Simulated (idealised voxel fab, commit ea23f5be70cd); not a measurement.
process module | voxel transistor to metal
cross-section cut | 300 nm wide | cells 5 nm
A cross-section is a grid of square cells, given in bands from the top down. A band is one or more rows of cells.
Each band's line starts with the height of the band's top and of its bottom, in nm. Then come its materials from left to right, each with its width in nm. One material with "throughout" fills the band from edge to edge. "air" is empty space.
Height 0 is the level under which the wafer as received is all one material. The lowest band goes on downwards, as in "0 down".
A width such as "30 to 40" changes by the same amount from each row of cells to the next, from the band's top row to its bottom row.
"no change" after a step means that no cell of the cross-section changed.
closed voids: empty space of 8 cells or more with no open way to the top, each as width x height at its distance from the left edge, in nm
after a step's settings: what the simulator itself notes on the step
overlay nm, on a step with a mask: how far to the right of its planned place the mask lay; to the left if negative
plan
1 op RECEIVE | material Si
2 op OXIDIZE | depth nm 5
3 op CONFORMAL_DEP | material SiN | thk nm 10
4 op MASKED_ETCH | tone cover | mask id ACTIVE | width nm 105 | pitch nm 130 | etch materials SiN | depth nm 10 | overlay nm 0
5 op MASKED_ETCH | tone cover | mask id ACTIVE | width nm 105 | pitch nm 130 | etch materials SiO2 | depth nm 5 | overlay nm 0
6 op MASKED_ETCH | tone cover | mask id ACTIVE | width nm 105 | pitch nm 130 | etch materials Si | depth nm 30 | overlay nm 0
7 op FILL_DEP | material SiO2 | thk nm 15
8 op CMP | height nm 10
9 op SELECTIVE_ETCH | etch materials SiO2 | depth nm 5
10 op STRIP | etch materials SiN
11 op SELECTIVE_ETCH | etch materials SiO2 | depth nm 5
12 op OXIDIZE | depth nm 5
13 op DIRECTIONAL_DEP | material polySi | thk nm 30
14 op DIRECTIONAL_DEP | material SiCN | thk nm 15
15 op MASKED_ETCH | tone cover | mask id GATE | width nm 15 | pitch nm 130 | etch materials SiCN | depth nm 25 | overlay nm 0
16 op MASKED_ETCH | tone cover | mask id GATE | width nm 15 | pitch nm 130 | etch materials polySi | depth nm 40 | overlay nm 0
17 op CONFORMAL_DEP | material SiN | thk nm 10
18 op DIRECTIONAL_ETCH | etch materials SiN | depth nm 10
19 op DIRECTIONAL_ETCH | etch materials SiO2 | depth nm 5
20 op EPI | material SiGe | thk nm 5
21 op FILL_DEP | material SiO2 | thk nm 5
22 op CMP | height nm 40
23 op DIRECTIONAL_DEP | material SiO2 | thk nm 10
24 op DIRECTIONAL_DEP | material aC | thk nm 10
25 op PATTERN | tone open | mask id CONTACT | material resist | width nm 30 | thk nm 25 | overlay nm 0
26 op DIRECTIONAL_ETCH | etch materials aC | depth nm 10
27 op STRIP | etch materials resist
28 op DIRECTIONAL_ETCH | etch materials SiO2 | depth nm 55
29 op STRIP | etch materials aC
30 op CONFORMAL_DEP | material TiN | thk nm 5
31 op FILL_DEP | material W | thk nm 5
32 op CMP | height nm 50
33 op CONFORMAL_DEP | material SiN | thk nm 5
34 op DIRECTIONAL_DEP | material lowk | thk nm 25
35 op DIRECTIONAL_DEP | material aC | thk nm 15
36 op PATTERN | tone open | mask id METAL_1 | material resist | width nm 20 | pitch nm 65 | thk nm 35 | overlay nm 0
37 op DIRECTIONAL_ETCH | etch materials aC | depth nm 15
38 op STRIP | etch materials resist
39 op DIRECTIONAL_ETCH | etch materials lowk | depth nm 25
40 op DIRECTIONAL_ETCH | etch materials SiN | depth nm 5
41 op STRIP | etch materials aC
42 op CONFORMAL_DEP | material TiN | thk nm 5
43 op FILL_DEP | material Ru | thk nm 10
44 op CMP | height nm 80
45 op EPI | material Ru | thk nm 5
46 op FILL_DEP | material SiCN | thk nm 5
as received, after step 1
  0 down: Si throughout
  closed voids: none
a wafer at the end: this start, this plan, one mistake
  90 to 85: SiCN throughout
  85 to 80: SiCN 35 | Ru 30 | SiCN 35 | Ru 30 | SiCN 35 | Ru 30 | SiCN 35 | Ru 30 | SiCN 40
  80 to 75: SiN 40 | TiN 20 | SiN 45 | TiN 20 | SiN 45 | TiN 20 | SiN 45 | TiN 20 | SiN 45
  75 to 50: lowk throughout
  50 to 40: SiO2 40 | TiN 5 | W 20 to 15 | TiN 5 to 10 | SiO2 25 | TiN 5 to 10 | W 20 to 15 | TiN 5 | SiO2 45 | TiN 5 | W 20 to 15 | TiN 5 to 10 | SiO2 25 | TiN 5 to 10 | W 20 to 15 | TiN 5 | SiO2 45
  40 to 25: SiO2 40 | TiN 5 | W 15 | TiN 5 | SiN 10 | SiCN 15 | SiN 10 | TiN 5 | W 15 | TiN 5 | SiO2 45 | TiN 5 | W 15 | TiN 5 | SiN 10 | SiCN 15 | SiN 10 | TiN 5 | W 15 | TiN 5 | SiO2 45
  25 to 0: SiO2 40 | TiN 5 | W 15 | TiN 5 | SiN 10 | polySi 15 | SiN 10 | TiN 5 | W 15 | TiN 5 | SiO2 45 | TiN 5 | W 15 | TiN 5 | SiN 10 | polySi 15 | SiN 10 | TiN 5 | W 15 | TiN 5 | SiO2 45
  0 to -5: SiO2 25 | SiN 10 | SiO2 5 | TiN 25 | SiN 10 | polySi 15 | SiN 10 | TiN 25 | SiO2 5 | SiN 10 | SiO2 15 | SiN 10 | SiO2 5 | TiN 25 | SiN 10 | polySi 15 | SiN 10 | TiN 25 | SiO2 5 | SiN 10 | SiO2 30
  -5 to -10: SiO2 35 | SiGe 30 | SiO2 35 | SiGe 30 | SiO2 35 | SiGe 30 | SiO2 35 | SiGe 30 | SiO2 40
  -10 to -35: SiO2 30 | Si 105 | SiO2 25 | Si 105 | SiO2 35
  -35 down: Si throughout
  closed voids: none
what went wrong: steps 33 and 34 were swapped
